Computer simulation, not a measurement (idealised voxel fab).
Proc. module: voxel double patterning
For reference, the cross-section in this document is cut, with width 230 nm and square cells of 5 nm.
Cross-sections here: square-cell grids, written as top-down lists of bands, a band being one or more rows of cells. It is stipulated that each band's entry specify, in nanometres, the height of the top of the band and then that of its bottom, followed by the materials of the band in left-to-right sequence, each together with its width in nanometres. A single material marked by the word "everywhere" is understood to fill the band from edge to edge; the word "empty" is understood to denote empty space. It should be noted that heights are counted from 0, beneath which the wafer as supplied is of one material throughout, and that the lowest band possesses no lower boundary but continues downward, as written in "0 and below". So if you see something like "30 to 40" for the width, read it as the top row of the band sitting at the first number and the bottom row at the second, with every row in between moving by the same amount as the last. Given "remained unchanged" for a step, no cell of the cross-section differs between before and after that step. Under "closed voids" you'll find the enclosed gaps, the ones with no way out to the top, that are 8 cells or bigger; each reads width x height at distance, with distance counted from the left edge, everything in nm. On a step's line, text after the settings is the simulator commenting on that step. "overlay nm" denotes, for a step that has a mask, the displacement of the mask to the right of its planned place, with negative values corresponding to the left.
# Intended process steps
1,RECEIVE: material Si
2,CONFORMAL_DEP: material SiO2, thk nm 10
3,DIRECTIONAL_DEP: material TiN, thk nm 15
4,DIRECTIONAL_DEP: material SiCN, thk nm 5
5,MASKED_ETCH: tone open, mask id FIRST, width nm 15, pitch nm 50, etch materials SiCN, depth nm 5, overlay nm 0
6,PATTERN: tone open, mask id SECOND, material resist, width nm 15, pitch nm 50, thk nm 15, overlay nm 0
7,DIRECTIONAL_ETCH: etch materials SiCN, depth nm 5
8,STRIP: etch materials resist
9,DIRECTIONAL_ETCH: etch materials TiN, depth nm 15
10,STRIP: etch materials SiCN
# Account of the first of two wafers, which was processed as intended
# Cross-section of the incoming wafer, state after step 1
- 0 and below = Si everywhere
- closed voids: none
# Sectional view: wafer, after step 2
- 10 down to 0 = SiO2 everywhere
- Lower than 0, everything is as it was.
# Sectional view: wafer, after step 3
- 25 down to 10 = TiN everywhere
- Lower than 10, everything is as it was.
# Sectional view: wafer, after step 4
- 30 down to 25 = SiCN everywhere
- Lower than 25, everything is as it was.
# Sectional view: wafer, after step 5
- 30 down to 25 = 55 nm SiCN; 15 nm empty; 35 nm SiCN; 15 nm empty; 35 nm SiCN; 15 nm empty; 60 nm SiCN
- Lower than 25, everything is as it was.
# Sectional view: wafer, after step 6
- 45 down to 30 = 80 nm resist; 15 nm empty; 35 nm resist; 15 nm empty; 85 nm resist
- 30 down to 25 = 55 nm SiCN; 15 nm resist; 35 nm SiCN; 15 nm resist; 35 nm SiCN; 15 nm resist; 60 nm SiCN
- Lower than 25, everything is as it was.
# Sectional view: wafer, after step 7
- 45 down to 30 = 80 nm resist; 15 nm empty; 35 nm resist; 15 nm empty; 85 nm resist
- 30 down to 25 = 55 nm SiCN; 15 nm resist; 10 nm SiCN; 15 nm empty; 10 nm SiCN; 15 nm resist; 10 nm SiCN; 15 nm empty; 10 nm SiCN; 15 nm resist; 60 nm SiCN
- Lower than 25, everything is as it was.
# Sectional view: wafer, after step 8
- 30 down to 25 = 55 nm SiCN; 15 nm empty; 10 nm SiCN; 15 nm empty; 10 nm SiCN; 15 nm empty; 10 nm SiCN; 15 nm empty; 10 nm SiCN; 15 nm empty; 60 nm SiCN
- Lower than 25, everything is as it was.
# Sectional view: wafer, after step 9
- 30 down to 25 = 55 nm SiCN; 15 nm empty; 10 nm SiCN; 15 nm empty; 10 nm SiCN; 15 nm empty; 10 nm SiCN; 15 nm empty; 10 nm SiCN; 15 nm empty; 60 nm SiCN
- 25 down to 10 = 55 nm TiN; 15 nm empty; 10 nm TiN; 15 nm empty; 10 nm TiN; 15 nm empty; 10 nm TiN; 15 nm empty; 10 nm TiN; 15 nm empty; 60 nm TiN
- Lower than 10, everything is as it was.
# Sectional view: wafer, after step 10
- 25 down to 10 = 55 nm TiN; 15 nm empty; 10 nm TiN; 15 nm empty; 10 nm TiN; 15 nm empty; 10 nm TiN; 15 nm empty; 10 nm TiN; 15 nm empty; 60 nm TiN
- Lower than 10, everything is as it was.
# Second Wafer (Identical Start and Plan, One Processing Error; Matches First Wafer Through Step 2)
# Second wafer cross-section, taken as of the time the plan sets for step 3 to be done
- 40 down to 10 = TiN everywhere
- Lower than 10, everything is as it was.
# Second wafer cross-section, taken as of the time the plan sets for step 4 to be done
- 45 down to 40 = SiCN everywhere
- Lower than 40, everything is as it was.
# Second wafer cross-section, taken as of the time the plan sets for step 5 to be done
- 45 down to 40 = 55 nm SiCN; 15 nm empty; 35 nm SiCN; 15 nm empty; 35 nm SiCN; 15 nm empty; 60 nm SiCN
- Lower than 40, everything is as it was.
# Second wafer cross-section, taken as of the time the plan sets for step 6 to be done
- 60 down to 45 = 80 nm resist; 15 nm empty; 35 nm resist; 15 nm empty; 85 nm resist
- 45 down to 40 = 55 nm SiCN; 15 nm resist; 35 nm SiCN; 15 nm resist; 35 nm SiCN; 15 nm resist; 60 nm SiCN
- Lower than 40, everything is as it was.
# Second wafer cross-section, taken as of the time the plan sets for step 7 to be done
- 60 down to 45 = 80 nm resist; 15 nm empty; 35 nm resist; 15 nm empty; 85 nm resist
- 45 down to 40 = 55 nm SiCN; 15 nm resist; 10 nm SiCN; 15 nm empty; 10 nm SiCN; 15 nm resist; 10 nm SiCN; 15 nm empty; 10 nm SiCN; 15 nm resist; 60 nm SiCN
- Lower than 40, everything is as it was.
# Second wafer cross-section, taken as of the time the plan sets for step 8 to be done
- 45 down to 40 = 55 nm SiCN; 15 nm empty; 10 nm SiCN; 15 nm empty; 10 nm SiCN; 15 nm empty; 10 nm SiCN; 15 nm empty; 10 nm SiCN; 15 nm empty; 60 nm SiCN
- Lower than 40, everything is as it was.
# Second wafer cross-section, taken as of the time the plan sets for step 9 to be done
- 45 down to 40 = 55 nm SiCN; 15 nm empty; 10 nm SiCN; 15 nm empty; 10 nm SiCN; 15 nm empty; 10 nm SiCN; 15 nm empty; 10 nm SiCN; 15 nm empty; 60 nm SiCN
- 40 down to 25 = 55 nm TiN; 15 nm empty; 10 nm TiN; 15 nm empty; 10 nm TiN; 15 nm empty; 10 nm TiN; 15 nm empty; 10 nm TiN; 15 nm empty; 60 nm TiN
- Lower than 25, everything is as it was.
# Second wafer cross-section, taken as of the time the plan sets for step 10 to be done
- 40 down to 25 = 55 nm TiN; 15 nm empty; 10 nm TiN; 15 nm empty; 10 nm TiN; 15 nm empty; 10 nm TiN; 15 nm empty; 10 nm TiN; 15 nm empty; 60 nm TiN
- Lower than 25, everything is as it was.
In executing the process, a mistake was made relative to the plan: the plan's step 3 ran twice
Final wafer comparison in cells, second versus first, more or fewer per material: +138 TiN
